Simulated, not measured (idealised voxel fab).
process module | voxel ribs on slabs
cross-section cut | 210 nm wide | cells 5 nm
A cross-section is a grid of square cells, given in bands from the top down. A band is one or more rows of cells.
Each band's line starts with the height of the band's top and of its bottom, in nm. Then come its materials from left to right, each with its width in nm. One material with "throughout" fills the band from edge to edge. "air" is empty space.
Height 0 is the level under which the wafer as received is all one material. The lowest band goes on downwards, as in "0 down".
A width such as "30 to 40" changes by the same amount from each row of cells to the next, from the band's top row to its bottom row.
"no change" after a step means that no cell of the cross-section changed.
closed voids: empty space of 8 cells or more with no open way to the top, each as width x height at its distance from the left edge, in nm
after a step's settings: what the simulator itself notes on the step
overlay nm, on a step with a mask: how far to the right of its planned place the mask lay; to the left if negative
plan
1 op RECEIVE | material Si
2 op DIRECTIONAL_DEP | material SiO2 | thk nm 20
3 op DIRECTIONAL_DEP | material polySi | thk nm 15
4 op PATTERN | tone cover | mask id RIB | material resist | width nm 15 | thk nm 15 | overlay nm 0
5 op DIRECTIONAL_ETCH | etch materials polySi | depth nm 10
6 op STRIP | etch materials resist
7 op MASKED_ETCH | tone cover | mask id SLAB | width nm 65 | etch materials polySi | depth nm 5 | overlay nm 0
8 op FILL_DEP | material SiO2 | thk nm 15
9 op CMP | height nm 45
10 op DIRECTIONAL_DEP | material W | thk nm 10
11 op DIRECTIONAL_DEP | material aC | thk nm 10
12 op PATTERN | tone cover | mask id HEATER | material resist | width nm 25 | thk nm 25 | overlay nm 0
13 op DIRECTIONAL_ETCH | etch materials aC | depth nm 10
14 op STRIP | etch materials resist
15 op DIRECTIONAL_ETCH | etch materials W | depth nm 10
16 op STRIP | etch materials aC
17 op CONFORMAL_DEP | material SiN | thk nm 5
as received, after step 1
  0 down: Si throughout
  closed voids: none
a wafer at the end: this start, this plan, one mistake
  60 to 55: air 85 | SiN 35 | air 90
  55 to 50: air 85 | SiN 5 | W 25 | SiN 5 | air 90
  50 to 45: SiN 90 | W 25 | SiN 95
  45 to 35: SiO2 throughout
  35 to 20: aC throughout
  20 to 0: SiO2 throughout
  0 down: Si throughout
  closed voids: none
what went wrong: step 3 ran as: op DIRECTIONAL_DEP | material aC | thk nm 15
